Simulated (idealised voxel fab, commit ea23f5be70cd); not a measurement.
Process module name: voxel transistor to metal
Xsec cut, 290 nm wide, square cell size 5 nm.
A cross-section is a grid of square cells, given in bands from the top down. A band is one or more rows of cells.
Band entry format. Leading values: height of top, height of bottom, nm. Remainder: materials in left-to-right order, each with its width in nm. Special words: "edge to edge" on a single material, which then fills the band edge to edge; "air", empty space.
Counting heights begins at 0, where everything beneath is, in the wafer as received, one material. The lowest band has no bottom; it goes on downwards, as "0 nm and below" shows.
A two-number width, for instance "30 to 40", indicates that the width is equal to the first number in the top row of the band and to the second number in the bottom row, and that it changes by a constant amount per row of cells.
Step note "changes: none" = no cross-section cell changed.
In the "Voids, fully enclosed" entry, you get each enclosed empty space of 8 cells or more, one with no open way to the top, written width x height at distance, distance from the left edge, in nm.
Post-settings text on a step line: simulator's own remark regarding the step.
Among the settings permitted on a step's line is "overlay nm"; applied to a step with a mask, it specifies the extent to which the mask lay to the right of its planned position, whereas a negative figure signifies a position to the left.

[The following list gives the planned process steps]
1: RECEIVE [material Si]
2: OXIDIZE [depth nm 5]
3: CONFORMAL_DEP [material SiN] [thk nm 15]
4: DIRECTIONAL_DEP [material aC] [thk nm 10]
5: PATTERN [tone cover] [mask id ACTIVE] [material resist] [width nm 115] [pitch nm 145] [thk nm 25] [overlay nm 0]
6: DIRECTIONAL_ETCH [etch materials aC] [depth nm 10]
7: STRIP [etch materials resist]
8: DIRECTIONAL_ETCH [etch materials SiN] [depth nm 15]
9: DIRECTIONAL_ETCH [etch materials SiO2] [depth nm 5]
10: DIRECTIONAL_ETCH [etch materials Si] [depth nm 35]
11: STRIP [etch materials aC]
12: FILL_DEP [material SiO2] [thk nm 15]
13: CMP [height nm 15]
14: SELECTIVE_ETCH [etch materials SiO2] [depth nm 10]
15: STRIP [etch materials SiN]
16: SELECTIVE_ETCH [etch materials SiO2] [depth nm 5]
17: OXIDIZE [depth nm 5]
18: DIRECTIONAL_DEP [material polySi] [thk nm 20]
19: DIRECTIONAL_DEP [material SiCN] [thk nm 10]
20: DIRECTIONAL_DEP [material aC] [thk nm 15]
21: PATTERN [tone cover] [mask id GATE] [material resist] [width nm 35] [pitch nm 145] [thk nm 30] [overlay nm 0]
22: DIRECTIONAL_ETCH [etch materials aC] [depth nm 15]
23: STRIP [etch materials resist]
24: DIRECTIONAL_ETCH [etch materials SiCN] [depth nm 20]
25: DIRECTIONAL_ETCH [etch materials polySi] [depth nm 30]
26: STRIP [etch materials aC]
27: CONFORMAL_DEP [material SiO2] [thk nm 5]
28: DIRECTIONAL_ETCH [etch materials SiO2] [depth nm 5]
29: CONFORMAL_DEP [material SiN] [thk nm 5]
30: DIRECTIONAL_ETCH [etch materials SiN] [depth nm 5]
31: DIRECTIONAL_ETCH [etch materials SiO2] [depth nm 5]
32: DIRECTIONAL_ETCH [etch materials Si] [depth nm 10]
33: EPI [material SiGe] [thk nm 10]
34: FILL_DEP [material SiO2] [thk nm 10]
35: CMP [height nm 15]
36: STRIP [etch materials polySi]
37: SELECTIVE_ETCH [etch materials SiO2] [depth nm 5]
38: CONFORMAL_DEP [material HfO2] [thk nm 5]
39: CONFORMAL_DEP [material TiN] [thk nm 5]
40: FILL_DEP [material W] [thk nm 5]
41: CMP [height nm 10]
42: DIRECTIONAL_DEP [material SiO2] [thk nm 10]
43: PATTERN [tone open] [mask id CONTACT] [material resist] [width nm 20] [thk nm 20] [overlay nm 0]
44: DIRECTIONAL_ETCH [etch materials SiO2] [depth nm 30]
45: STRIP [etch materials resist]
46: CONFORMAL_DEP [material TiN] [thk nm 5]
47: FILL_DEP [material Ru] [thk nm 10]
48: CMP [height nm 20]
49: DIRECTIONAL_DEP [material TiN] [thk nm 5]
50: DIRECTIONAL_DEP [material W] [thk nm 25]
51: PATTERN [tone cover] [mask id METAL_1] [material resist] [width nm 20] [thk nm 15] [overlay nm 0]
52: DIRECTIONAL_ETCH [etch materials W] [depth nm 25]
53: DIRECTIONAL_ETCH [etch materials TiN] [depth nm 5]
54: STRIP [etch materials resist]
55: FILL_DEP [material lowk] [thk nm 10]
56: CMP [height nm 50]
57: CONFORMAL_DEP [material SiCN] [thk nm 5]
58: DIRECTIONAL_DEP [material SiO2] [thk nm 30]
59: MASKED_ETCH [tone open] [mask id METAL_2] [width nm 20] [pitch nm 145] [etch materials SiO2] [depth nm 15] [overlay nm 0]
60: MASKED_ETCH [tone open] [mask id METAL_2_HOLES] [width nm 15] [pitch nm 145] [etch materials SiO2] [depth nm 15] [overlay nm 0]
61: MASKED_ETCH [tone open] [mask id METAL_2_HOLES] [width nm 15] [pitch nm 145] [etch materials SiCN] [depth nm 5] [overlay nm 0]
62: CONFORMAL_DEP [material TiN] [thk nm 5]
63: FILL_DEP [material Cu] [thk nm 10]
64: CMP [height nm 85]
65: CONFORMAL_DEP [material SiN] [thk nm 5]

[So this is the incoming wafer in cross-section - it's already been through step 1]
0 nm and below  Si edge to edge
Voids, fully enclosed: none

[End-of-module cross-section of the first of two wafers, processed as planned]
90 nm to 85 nm  SiN edge to edge
85 nm to 75 nm  SiO2 (20) | TiN (5) | Cu (10) | TiN (5) | SiO2 (125) | TiN (5) | Cu (10) | TiN (5) | SiO2 (105)
75 nm to 70 nm  SiO2 (20) | TiN (5) | Cu (5) | TiN (10) | SiO2 (125) | TiN (5) | Cu (5) | TiN (10) | SiO2 (105)
70 nm to 55 nm  SiO2 (20) | TiN (5) | Cu (5) | TiN (5) | SiO2 (130) | TiN (5) | Cu (5) | TiN (5) | SiO2 (110)
55 nm to 50 nm  SiCN (20) | TiN (15) | SiCN (130) | TiN (15) | SiCN (110)
50 nm to 25 nm  lowk (20) | W (20) | lowk (65) | W (20) | lowk (40) | W (20) | lowk (65) | W (20) | lowk (20)
25 nm to 20 nm  lowk (20) | TiN (20) | lowk (65) | TiN (20) | lowk (40) | TiN (20) | lowk (65) | TiN (20) | lowk (20)
20 nm to 10 nm  SiO2 (20) | TiN (5) | Ru (10) | TiN (5) | SiO2 (65) | TiN (5) | Ru (10) | TiN (5) | SiO2 (40) | TiN (5) | Ru (10) | TiN (5) | SiO2 (65) | TiN (5) | Ru (10) | TiN (5) | SiO2 (20)
10 nm to 5 nm  SiO2 (20) | TiN (5) | Ru (10) | TiN (5) | SiO2 (5) | SiN (5) | HfO2 (5) | TiN (5) | W (25) | TiN (5) | HfO2 (5) | SiN (5) | SiO2 (5) | TiN (5) | Ru (10) | TiN (5) | SiO2 (40) | TiN (5) | Ru (10) | TiN (5) | SiO2 (5) | SiN (5) | HfO2 (5) | TiN (5) | W (25) | TiN (5) | HfO2 (5) | SiN (5) | SiO2 (5) | TiN (5) | Ru (10) | TiN (5) | SiO2 (20)
5 nm to 0 nm  SiO2 (20) | TiN (20) | SiO2 (5) | SiN (5) | HfO2 (5) | TiN (5) | W (25) | TiN (5) | HfO2 (5) | SiN (5) | SiO2 (5) | TiN (20) | SiO2 (40) | TiN (20) | SiO2 (5) | SiN (5) | HfO2 (5) | TiN (5) | W (25) | TiN (5) | HfO2 (5) | SiN (5) | SiO2 (5) | TiN (20) | SiO2 (20)
0 nm to -5 nm  SiO2 (15) | SiN (5) | SiGe (10) | TiN (5) | SiGe (10) | SiN (5) | HfO2 (5) | TiN (35) | HfO2 (5) | SiN (5) | SiGe (10) | TiN (5) | SiGe (10) | SiN (5) | SiO2 (30) | SiN (5) | SiGe (10) | TiN (5) | SiGe (10) | SiN (5) | HfO2 (5) | TiN (35) | HfO2 (5) | SiN (5) | SiGe (10) | TiN (5) | SiGe (10) | SiN (5) | SiO2 (15)
-5 nm to -10 nm  SiO2 (20) | SiGe (10) | TiN (5) | SiGe (10) | SiO2 (5) | HfO2 (45) | SiO2 (5) | SiGe (10) | TiN (5) | SiGe (10) | SiO2 (40) | SiGe (10) | TiN (5) | SiGe (10) | SiO2 (5) | HfO2 (45) | SiO2 (5) | SiGe (10) | TiN (5) | SiGe (10) | SiO2 (20)
-10 nm to -20 nm  SiO2 (15) | Si (5) | SiGe (25) | Si (55) | SiGe (25) | Si (5) | SiO2 (30) | Si (5) | SiGe (25) | Si (55) | SiGe (25) | Si (5) | SiO2 (15)
-20 nm to -40 nm  SiO2 (15) | Si (115) | SiO2 (30) | Si (115) | SiO2 (15)
-40 nm and below  Si edge to edge
Voids, fully enclosed: none

[End-of-module cross-section of the second wafer: identical starting point and process plan to the first, with one processing mistake]
90 nm to 85 nm  SiN edge to edge
85 nm to 75 nm  SiO2 (20) | TiN (5) | Cu (10) | TiN (5) | SiO2 (125) | TiN (5) | Cu (10) | TiN (5) | SiO2 (105)
75 nm to 70 nm  SiO2 (20) | TiN (5) | Cu (5) | TiN (10) | SiO2 (125) | TiN (5) | Cu (5) | TiN (10) | SiO2 (105)
70 nm to 55 nm  SiO2 (20) | TiN (5) | Cu (5) | TiN (5) | SiO2 (130) | TiN (5) | Cu (5) | TiN (5) | SiO2 (110)
55 nm to 50 nm  SiCN (20) | TiN (15) | SiCN (130) | TiN (15) | SiCN (110)
50 nm to 25 nm  lowk (20) | W (20) | lowk (65) | W (20) | lowk (40) | W (20) | lowk (65) | W (20) | lowk (20)
25 nm to 20 nm  lowk (20) | TiN (20) | lowk (65) | TiN (20) | lowk (40) | TiN (20) | lowk (65) | TiN (20) | lowk (20)
20 nm to 10 nm  SiO2 (20) | TiN (5) | Ru (10) | TiN (5) | SiO2 (65) | TiN (5) | Ru (10) | TiN (5) | SiO2 (40) | TiN (5) | Ru (10) | TiN (5) | SiO2 (65) | TiN (5) | Ru (10) | TiN (5) | SiO2 (20)
10 nm to 5 nm  SiO2 (20) | TiN (5) | Ru (10) | TiN (5) | SiO2 (5) | SiN (5) | HfO2 (5) | TiN (5) | W (25) | TiN (5) | HfO2 (5) | SiN (5) | SiO2 (5) | TiN (5) | Ru (10) | TiN (5) | SiO2 (40) | TiN (5) | Ru (10) | TiN (5) | SiO2 (5) | SiN (5) | HfO2 (5) | TiN (5) | W (25) | TiN (5) | HfO2 (5) | SiN (5) | SiO2 (5) | TiN (5) | Ru (10) | TiN (5) | SiO2 (20)
5 nm to 0 nm  SiO2 (20) | TiN (20) | SiO2 (5) | SiN (5) | HfO2 (5) | TiN (5) | W (25) | TiN (5) | HfO2 (5) | SiN (5) | SiO2 (5) | TiN (20) | SiO2 (40) | TiN (20) | SiO2 (5) | SiN (5) | HfO2 (5) | TiN (5) | W (25) | TiN (5) | HfO2 (5) | SiN (5) | SiO2 (5) | TiN (20) | SiO2 (20)
0 nm to -5 nm  SiO2 (15) | SiN (5) | SiGe (10) | TiN (5) | SiGe (10) | SiN (5) | HfO2 (5) | TiN (35) | HfO2 (5) | SiN (5) | SiGe (10) | TiN (5) | SiGe (10) | SiN (5) | SiO2 (30) | SiN (5) | SiGe (10) | TiN (5) | SiGe (10) | SiN (5) | HfO2 (5) | TiN (35) | HfO2 (5) | SiN (5) | SiGe (10) | TiN (5) | SiGe (10) | SiN (5) | SiO2 (15)
-5 nm to -10 nm  SiO2 (20) | SiGe (10) | TiN (5) | SiGe (10) | SiO2 (5) | HfO2 (45) | SiO2 (5) | SiGe (10) | TiN (5) | SiGe (10) | SiO2 (40) | SiGe (10) | TiN (5) | SiGe (10) | SiO2 (5) | HfO2 (45) | SiO2 (5) | SiGe (10) | TiN (5) | SiGe (10) | SiO2 (20)
-10 nm to -20 nm  SiO2 (15) | Si (5) | SiGe (25) | Si (55) | SiGe (25) | Si (5) | SiO2 (30) | Si (5) | SiGe (25) | Si (55) | SiGe (25) | Si (5) | SiO2 (15)
-20 nm to -75 nm  SiO2 (15) | Si (115) | SiO2 (30) | Si (115) | SiO2 (15)
-75 nm and below  Si edge to edge
Voids, fully enclosed: none
what went wrong: step 10 was run twice
At the finish, the second wafer shows more or fewer cells for some materials than the first does: 84 fewer of Si | 84 more of SiO2
